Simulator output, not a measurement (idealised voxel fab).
Proc. module: voxel fin reveal
Shown is cross-section cut, with a width of 265 nm and square cells of size 5 nm.
Just so we're on the same page, the cross-sections are grids of square cells, and they're listed out in bands top to bottom, each band one or more rows deep.
Band: top height; bottom height; in nm. Then, left to right: material with width in nm, for each material. "edge to edge": a single material spanning edge to edge. "empty": empty space.
Height is counted from the level 0, under which the received wafer is composed throughout of one material. The lowest of the bands is not closed at the bottom but continues downward, in the notation "0 -> down".
A width given as "30->40" starts at the first number in the band's top row and ends at the second number in its bottom row, shifting by an equal amount at every step from row to row.
"stayed the same", as given for a step, is the statement that not any cell of the cross-section underwent a change during that step.
Closed empty spaces (no open way to the top) of 8 cells or more are what "Closed internal cavities" lists, each as width x height at distance from the left edge, nm for all three.
It should be noted that, on the line of a given step, the content following the step's settings is a remark produced by the simulator itself with respect to that step.
A step's line can hold "overlay nm"; with a mask on that step, the setting says how far right of the planned place the mask lay, while a negative setting says it lay to the left.

Process steps - plan:
- 1: RECEIVE, material Si
- 2: CONFORMAL_DEP, material SiN, thk nm 10
- 3: DIRECTIONAL_DEP, material aC, thk nm 15
- 4: PATTERN, tone cover, mask id FINS, material resist, width nm 15, pitch nm 40, thk nm 35, overlay nm 0
- 5: DIRECTIONAL_ETCH, etch materials aC, depth nm 15
- 6: STRIP, etch materials resist
- 7: DIRECTIONAL_ETCH, etch materials SiN, depth nm 10
- 8: DIRECTIONAL_ETCH, etch materials Si, depth nm 30
- 9: STRIP, etch materials aC
- 10: OXIDIZE, depth nm 5
- 11: FILL_DEP, material SiO2, thk nm 10
- 12: CMP, height nm 10
- 13: SELECTIVE_ETCH, etch materials SiO2, depth nm 30
- 14: STRIP, etch materials SiN
- 15: CONFORMAL_DEP, material SiO2, thk nm 5

as received, after step 1:
> 0 -> down | Si edge to edge
> Closed internal cavities: none

What the wafer looks like in cross-section after this module, when it starts as shown above and follows the plan above but one mistake is made in running it:
> 5 -> 0 | 85 SiO2, 15 empty, 25 SiO2, 15 empty, 25 SiO2, 15 empty, 85 SiO2
> 0 -> -15 | 80 Si, 5 SiO2, 15 empty, 5 SiO2, 15 Si, 5 SiO2, 15 empty, 5 SiO2, 15 Si, 5 SiO2, 15 empty, 5 SiO2, 80 Si
> -15 -> -35 | 80 Si, 25 SiO2, 15 Si, 25 SiO2, 15 Si, 25 SiO2, 80 Si
> -35 -> down | Si edge to edge
> Closed internal cavities: none
So what did we get wrong on this run? step 4 was run on a setting that differed from the plan, and what really ran there is PATTERN, tone open, mask id FINS, material resist, width nm 15, pitch nm 40, thk nm 35, overlay nm 0
